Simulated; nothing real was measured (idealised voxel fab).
Title: Process Module voxel released beams
The cross-section on display is named cut; it measures 220 nm wide, and its cells are 5 nm squares.
Heads up, the way a cross-section reads in here is a grid of square cells, handed over as bands from the top down, with every band being one or more rows of cells. In this notation a band is specified by the heights of its top and bottom, in that order and in nm, after which its materials appear from left to right, each paired with its width in nm. The word "throughout" attached to a single material means that material fills the band from edge to edge; the word "air" stands for empty space. Beneath 0, the wafer as received is one material, and that level is where height counting begins. The lowest band goes on downward without a bottom; it is written like "top 0, no bottom". Read "30->40" as a graded width: first number on top, second number at the bottom, same change between each pair of neighbouring rows. "nothing got changed", as given for a step, is the statement that not any cell of the cross-section underwent a change during that step. The list in "Closed voids list" covers empty spaces of 8 cells or more that cannot reach the top through any open way, and it gives each as width x height at distance; the distance is from the left edge, and width, height and distance are in nm. What comes after the settings on a step's line is commentary from the simulator itself on that step. "overlay nm" answers the question of how far to the right of plan the mask lay on a step that has a mask, and when it is negative the answer is to the left.

**plan**
1. RECEIVE | material Si
2. CONFORMAL_DEP | material SiN | thk nm 5
3. DIRECTIONAL_DEP | material SiO2 | thk nm 10
4. MASKED_ETCH | tone open | mask id ANCHOR | width nm 35 | etch materials SiO2 | depth nm 10 | overlay nm 0
5. CONFORMAL_DEP | material TiN | thk nm 15
6. DIRECTIONAL_DEP | material aC | thk nm 10
7. PATTERN | tone cover | mask id BEAM | material resist | width nm 90 | thk nm 30 | overlay nm 0
8. DIRECTIONAL_ETCH | etch materials aC | depth nm 10
9. STRIP | etch materials resist
10. DIRECTIONAL_ETCH | etch materials TiN | depth nm 15
11. STRIP | etch materials aC
12. STRIP | etch materials SiO2

**The first of a set of two wafers, run to plan**

**As-received wafer cross-section (after step 1)**
	top 0, no bottom: Si throughout
	Closed voids list: none

**After step 2: wafer cross-section**
	top 5, bottom 0: SiN throughout
	below 0: unchanged

**After step 3: wafer cross-section**
	top 15, bottom 5: SiO2 throughout
	below 5: unchanged

**After step 4: wafer cross-section**
	top 15, bottom 5: 65 SiO2, 35 air, 120 SiO2
	below 5: unchanged

**After step 5: wafer cross-section**
	top 30, bottom 20: 80 TiN, 5 air, 135 TiN
	top 20, bottom 15: TiN throughout
	top 15, bottom 5: 65 SiO2, 35 TiN, 120 SiO2
	below 5: unchanged

**After step 6: wafer cross-section**
	top 40, bottom 30: 80 aC, 5 air, 135 aC
	top 30, bottom 20: 80 TiN, 5 aC, 135 TiN
	below 20: unchanged

**After step 7: wafer cross-section**
	top 70, bottom 40: 60 air, 90 resist, 70 air
	top 40, bottom 30: 80 aC, 5 resist, 135 aC
	below 30: unchanged

**After step 8: wafer cross-section**
	top 60, bottom 40: 60 air, 90 resist, 70 air
	top 40, bottom 30: 60 air, 20 aC, 5 resist, 65 aC, 70 air
	below 30: unchanged

**After step 9: wafer cross-section**
	top 40, bottom 30: 60 air, 20 aC, 5 air, 65 aC, 70 air
	below 30: unchanged

**After step 10: wafer cross-section**
	top 40, bottom 30: 60 air, 20 aC, 5 air, 65 aC, 70 air
	top 30, bottom 20: 60 air, 20 TiN, 5 aC, 65 TiN, 70 air
	top 20, bottom 15: 60 air, 90 TiN, 70 air
	below 15: unchanged

**After step 11: wafer cross-section**
	top 30, bottom 20: 60 air, 20 TiN, 5 air, 65 TiN, 70 air
	below 20: unchanged

**After step 12: wafer cross-section**
	top 30, bottom 20: 60 air, 20 TiN, 5 air, 65 TiN, 70 air
	top 20, bottom 15: 60 air, 90 TiN, 70 air
	top 15, bottom 5: 65 air, 35 TiN, 120 air
	below 5: unchanged

**Now the other wafer: same start, same recipe, but we messed up one thing when running it. Up to and including step 3 it's the same as the first one**

**The second wafer cut through, at the time step 4 was supposed to be finished**
	top 15, bottom 5: 60 SiO2, 35 air, 125 SiO2
	below 5: unchanged

**The second wafer cut through, at the time step 5 was supposed to be finished**
	top 30, bottom 20: 75 TiN, 5 air, 140 TiN
	top 20, bottom 15: TiN throughout
	top 15, bottom 5: 60 SiO2, 35 TiN, 125 SiO2
	below 5: unchanged

**The second wafer cut through, at the time step 6 was supposed to be finished**
	top 40, bottom 30: 75 aC, 5 air, 140 aC
	top 30, bottom 20: 75 TiN, 5 aC, 140 TiN
	below 20: unchanged

**The second wafer cut through, at the time step 7 was supposed to be finished**
	top 70, bottom 40: 60 air, 90 resist, 70 air
	top 40, bottom 30: 75 aC, 5 resist, 140 aC
	below 30: unchanged

**The second wafer cut through, at the time step 8 was supposed to be finished**
	top 60, bottom 40: 60 air, 90 resist, 70 air
	top 40, bottom 30: 60 air, 15 aC, 5 resist, 70 aC, 70 air
	below 30: unchanged

**The second wafer cut through, at the time step 9 was supposed to be finished**
	top 40, bottom 30: 60 air, 15 aC, 5 air, 70 aC, 70 air
	below 30: unchanged

**The second wafer cut through, at the time step 10 was supposed to be finished**
	top 40, bottom 30: 60 air, 15 aC, 5 air, 70 aC, 70 air
	top 30, bottom 20: 60 air, 15 TiN, 5 aC, 70 TiN, 70 air
	top 20, bottom 15: 60 air, 90 TiN, 70 air
	below 15: unchanged

**The second wafer cut through, at the time step 11 was supposed to be finished**
	top 30, bottom 20: 60 air, 15 TiN, 5 air, 70 TiN, 70 air
	below 20: unchanged

**The second wafer cut through, at the time step 12 was supposed to be finished**
	top 30, bottom 20: 60 air, 15 TiN, 5 air, 70 TiN, 70 air
	top 20, bottom 15: 60 air, 90 TiN, 70 air
	top 15, bottom 5: 60 air, 35 TiN, 125 air
	below 5: unchanged
What was done differently from what was planned? planned and actual differ for step 4; actual: MASKED_ETCH | tone open | mask id ANCHOR | width nm 35 | etch materials SiO2 | depth nm 10 | overlay nm -5
at the end the second wafer has, in cells: as many of each material as the first, in other places
